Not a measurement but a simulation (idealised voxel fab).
The process module presented herein is designated voxel self aligned contacts.
Cross-sectional view cut (width: 200 nm; square cell size: 5 nm).
We lay out every cross-section as a grid of square cells and spell it out in bands from the top down, where one band means one or more rows of cells. For a band, the entry starts with two heights in nm, that of the top and then that of the bottom, and carries on with the band's materials in order from left to right, each alongside its width in nm; the word "full width" beside a single material means it fills the band edge to edge, and "blank" means empty space. Height datum 0, below which the as-received substrate wafer is one material. Lowest band open at the bottom, running downward: "0..down". The width entry "30 to 40" should be interpreted row by row: the top row of cells in the band takes the first number, the bottom row takes the second number, and the change between adjacent rows is uniform throughout. The designation "no alteration", where it is given for a processing step, indicates that no cell of the cross-section was altered in the course of that step. What "Closed void register" gives you is every empty space of 8 cells or more that is cut off from the top. Each appears as width x height at distance, with the distance taken from the left edge and width, height and distance all in nm. If you see something after the settings on a step's line, that's the simulator's own remark about that step. The setting "overlay nm" may be written on the line of a step. When the step uses a mask, the value reports how far to the right of the planned place the mask lay, and a negative value reports that it lay to the left.

### Steps in the process plan
step 1: RECEIVE (material Si)
step 2: OXIDIZE (depth nm 5)
step 3: DIRECTIONAL_DEP (material polySi; thk nm 30)
step 4: DIRECTIONAL_DEP (material SiN; thk nm 15)
step 5: MASKED_ETCH (tone cover; mask id GATE; width nm 35; pitch nm 60; etch materials SiN; depth nm 15; overlay nm 0)
step 6: MASKED_ETCH (tone cover; mask id GATE; width nm 35; pitch nm 60; etch materials polySi; depth nm 30; overlay nm 0)
step 7: CONFORMAL_DEP (material SiN; thk nm 5)
step 8: DIRECTIONAL_ETCH (etch materials SiN; depth nm 5)
step 9: FILL_DEP (material SiO2; thk nm 20)
step 10: CMP (height nm 55)
step 11: MASKED_ETCH (tone open; mask id CONTACT; width nm 35; pitch nm 60; etch materials SiO2; depth nm 60; overlay nm 0)
step 12: CONFORMAL_DEP (material TiN; thk nm 5)
step 13: FILL_DEP (material W; thk nm 10)
step 14: CMP (height nm 55)
step 15: CONFORMAL_DEP (material SiN; thk nm 5)

### As received (post step 1): cross-section
0..down  Si full width
Closed void register: none

### Cross-section: first of two wafers, module finished, run according to plan
60..55  SiN full width
55..45  50 of SiO2 | 5 to 15 of TiN | 25 to 5 of W | 5 to 15 of TiN | 25 of SiO2 | 5 to 15 of TiN | 25 to 5 of W | 5 to 15 of TiN | 55 of SiO2
45..30  15 of SiO2 | 45 of SiN | 5 of TiN | 5 of W | 5 of TiN | 45 of SiN | 5 of TiN | 5 of W | 5 of TiN | 45 of SiN | 20 of SiO2
30..0  15 of SiO2 | 5 of SiN | 35 of polySi | 5 of SiN | 5 of TiN | 5 of W | 5 of TiN | 5 of SiN | 35 of polySi | 5 of SiN | 5 of TiN | 5 of W | 5 of TiN | 5 of SiN | 35 of polySi | 5 of SiN | 20 of SiO2
0..-5  60 of SiO2 | 15 of TiN | 45 of SiO2 | 15 of TiN | 65 of SiO2
-5..down  Si full width
Closed void register: none

### Cross-section, second wafer: same start as the first, same plan as the first, one mistake in running it; taken at the end of the module
60..55  SiN full width
55..45  50 of SiO2 | 5 to 15 of TiN | 25 to 10 of W | 5 to 10 of TiN | 25 of SiO2 | 5 to 15 of TiN | 25 to 10 of W | 5 to 10 of TiN | 55 of SiO2
45..35  20 of SiO2 | 40 of SiN | 5 of TiN | 10 of W | 5 of TiN | 40 of SiN | 5 of TiN | 10 of W | 5 of TiN | 40 of SiN | 20 of SiO2
35..30  20 of SiO2 | 40 of SiN | 5 of TiN | 5 of W | 10 of TiN | 40 of SiN | 5 of TiN | 5 of W | 10 of TiN | 40 of SiN | 20 of SiO2
30..0  15 of SiO2 | 5 of SiN | 35 of polySi | 5 of SiN | 5 of TiN | 5 of W | 5 of TiN | 5 of SiN | 35 of polySi | 5 of SiN | 5 of TiN | 5 of W | 5 of TiN | 5 of SiN | 35 of polySi | 5 of SiN | 20 of SiO2
0..-5  60 of SiO2 | 15 of TiN | 45 of SiO2 | 15 of TiN | 65 of SiO2
-5..down  Si full width
Closed void register: none
So what did we get wrong on this run? it should be noted that step 5 was executed with settings other than those planned, the operation and settings actually applied being MASKED_ETCH (tone cover; mask id GATE; width nm 30; pitch nm 60; etch materials SiN; depth nm 15; overlay nm 0)
Final comparison by cell count, materials where the second wafer has more or fewer than the first: SiN -9 | SiO2 +3 | W +6
